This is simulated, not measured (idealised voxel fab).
process module | voxel tone inversion
cross-section cut | 200 nm wide | cells 5 nm
A cross-section is a grid of square cells, given in bands from the top down. A band is one or more rows of cells.
Each band's line starts with the height of the band's top and of its bottom, in nm. Then come its materials from left to right, each with its width in nm. One material with "throughout" fills the band from edge to edge. "air" is empty space.
Height 0 is the level under which the wafer as received is all one material. The lowest band goes on downwards, as in "0 down".
A width such as "30 to 40" changes by the same amount from each row of cells to the next, from the band's top row to its bottom row.
"no change" after a step means that no cell of the cross-section changed.
closed voids: empty space of 8 cells or more with no open way to the top, each as width x height at its distance from the left edge, in nm
after a step's settings: what the simulator itself notes on the step
overlay nm, on a step with a mask: how far to the right of its planned place the mask lay; to the left if negative
plan
1 op RECEIVE | material Si
2 op CONFORMAL_DEP | material SiN | thk nm 10
3 op DIRECTIONAL_DEP | material polySi | thk nm 15
4 op PATTERN | tone cover | mask id POSTS | material resist | width nm 15 | pitch nm 35 | thk nm 25 | overlay nm -15
5 op DIRECTIONAL_ETCH | etch materials polySi | depth nm 15
6 op STRIP | etch materials resist
7 op FILL_DEP | material SiO2 | thk nm 10
8 op CMP | height nm 25
9 op STRIP | etch materials polySi
10 op CONFORMAL_DEP | material TiN | thk nm 5
11 op FILL_DEP | material Ru | thk nm 10
12 op CMP | height nm 25
13 op CONFORMAL_DEP | material SiN | thk nm 5
varied across the wafers: overlay nm of step 4. The plan shows the first wafer's value. All wafers start alike
first wafer as received, after step 1
  0 down: Si throughout
  closed voids: none
first wafer at the end, after step 13
  30 to 25: SiN throughout
  25 to 15: SiO2 40 | TiN 5 | Ru 5 | TiN 5 | SiO2 20 | TiN 5 | Ru 5 | TiN 5 | SiO2 20 | TiN 5 | Ru 5 | TiN 5 | SiO2 75
  15 to 10: SiO2 40 | TiN 15 | SiO2 20 | TiN 15 | SiO2 20 | TiN 15 | SiO2 75
  10 to 0: SiN throughout
  0 down: Si throughout
  closed voids: none
last wafer at the end
  30 to 25: SiN throughout
  25 to 15: SiO2 70 | TiN 5 | Ru 5 | TiN 5 | SiO2 20 | TiN 5 | Ru 5 | TiN 5 | SiO2 20 | TiN 5 | Ru 5 | TiN 5 | SiO2 45
  15 to 10: SiO2 70 | TiN 15 | SiO2 20 | TiN 15 | SiO2 20 | TiN 15 | SiO2 45
  10 to 0: SiN throughout
  0 down: Si throughout
  closed voids: none
each wafer at the end: cells of each material gained (+) or lost (-) since it was received, then its closed voids
overlay nm -15 | +6 Ru | +120 SiN | +93 SiO2 | +21 TiN | closed voids: none
overlay nm -10 | +6 Ru | +120 SiN | +93 SiO2 | +21 TiN | closed voids: none
overlay nm -5 | +6 Ru | +120 SiN | +93 SiO2 | +21 TiN | closed voids: none
overlay nm 0 | +6 Ru | +120 SiN | +93 SiO2 | +21 TiN | closed voids: none
overlay nm 5 | +6 Ru | +120 SiN | +93 SiO2 | +21 TiN | closed voids: none
overlay nm 10 | +6 Ru | +120 SiN | +93 SiO2 | +21 TiN | closed voids: none
overlay nm 15 | +6 Ru | +120 SiN | +93 SiO2 | +21 TiN | closed voids: none
